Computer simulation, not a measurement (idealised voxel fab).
The following is a process module called voxel double patterning.
The figure presents cross-section cut, which has a width of 220 nm and is divided into square cells with an edge length of 5 nm.
Cross-section = grid of square cells, listed top down in bands; band = one or more rows. Each band's line starts with the height of the band's top and of its bottom, in nm. Then come its materials from left to right, each with its width in nm. One material with "edge to edge" fills the band from edge to edge. "empty" is empty space. The level at which height equals 0 is the one under which the wafer, as it arrives, is entirely one material. No lower edge exists for the bottom band, which continues downward and is notated as in "from 0 down". The notation "30->40" denotes a width that varies across the rows of cells in the band, beginning at the first number in the top row, finishing at the second number in the bottom row, and changing by an identical amount from each row to the next. "no alterations made" for a step: no cell of the cross-section changed in that step. "Enclosed internal cavities" specifies each empty space that is not open to the top and that occupies no fewer than 8 cells, using the form width x height at distance, the distance measured from the left edge and all three quantities in nm. On a step's line, text after the settings is the simulator commenting on that step. The line of a step may include "overlay nm". On a step with a mask, this value is how far to the right of its planned place the mask lay. A negative value means the mask lay to the left.
[The process steps that were planned are listed below]
1) RECEIVE (material Si)
2) CONFORMAL_DEP (material SiO2; thk nm 5)
3) DIRECTIONAL_DEP (material TiN; thk nm 15)
4) DIRECTIONAL_DEP (material SiCN; thk nm 10)
5) PATTERN (tone open; mask id FIRST; material resist; width nm 15; pitch nm 50; thk nm 15; overlay nm 0)
6) DIRECTIONAL_ETCH (etch materials SiCN; depth nm 10)
7) STRIP (etch materials resist)
8) DIRECTIONAL_DEP (material aC; thk nm 10)
9) PATTERN (tone open; mask id SECOND; material resist; width nm 15; thk nm 25; overlay nm 0)
10) DIRECTIONAL_ETCH (etch materials aC; depth nm 10)
11) STRIP (etch materials resist)
12) DIRECTIONAL_ETCH (etch materials SiCN; depth nm 10)
13) STRIP (etch materials aC)
14) DIRECTIONAL_ETCH (etch materials TiN; depth nm 15)
15) STRIP (etch materials SiCN)
[Incoming wafer, cross-sectional view, post step 1]
  from 0 down = Si edge to edge
  Enclosed internal cavities: none
[End-of-module cross-section of the first of two wafers, processed as planned]
  from 20 to 5 = 75 TiN / 15 empty / 10 TiN / 15 empty / 10 TiN / 15 empty / 80 TiN
  from 5 to 0 = SiO2 edge to edge
  from 0 down = Si edge to edge
  Enclosed internal cavities: none
[Cross-section, second wafer: same start as the first, same plan as the first, one mistake in running it; taken at the end of the module]
  from 20 to 5 = 75 TiN / 20 empty / 5 TiN / 15 empty / 10 TiN / 20 empty / 75 TiN
  from 5 to 0 = SiO2 edge to edge
  from 0 down = Si edge to edge
  Enclosed internal cavities: none
Diagnosis: step 5 deviated from plan and actually ran as PATTERN (tone open; mask id FIRST; material resist; width nm 20; pitch nm 50; thk nm 15; overlay nm 0)
Bottom line after processing is that, in cells, the second wafer is up or down on some materials versus the first: TiN: 6 fewer
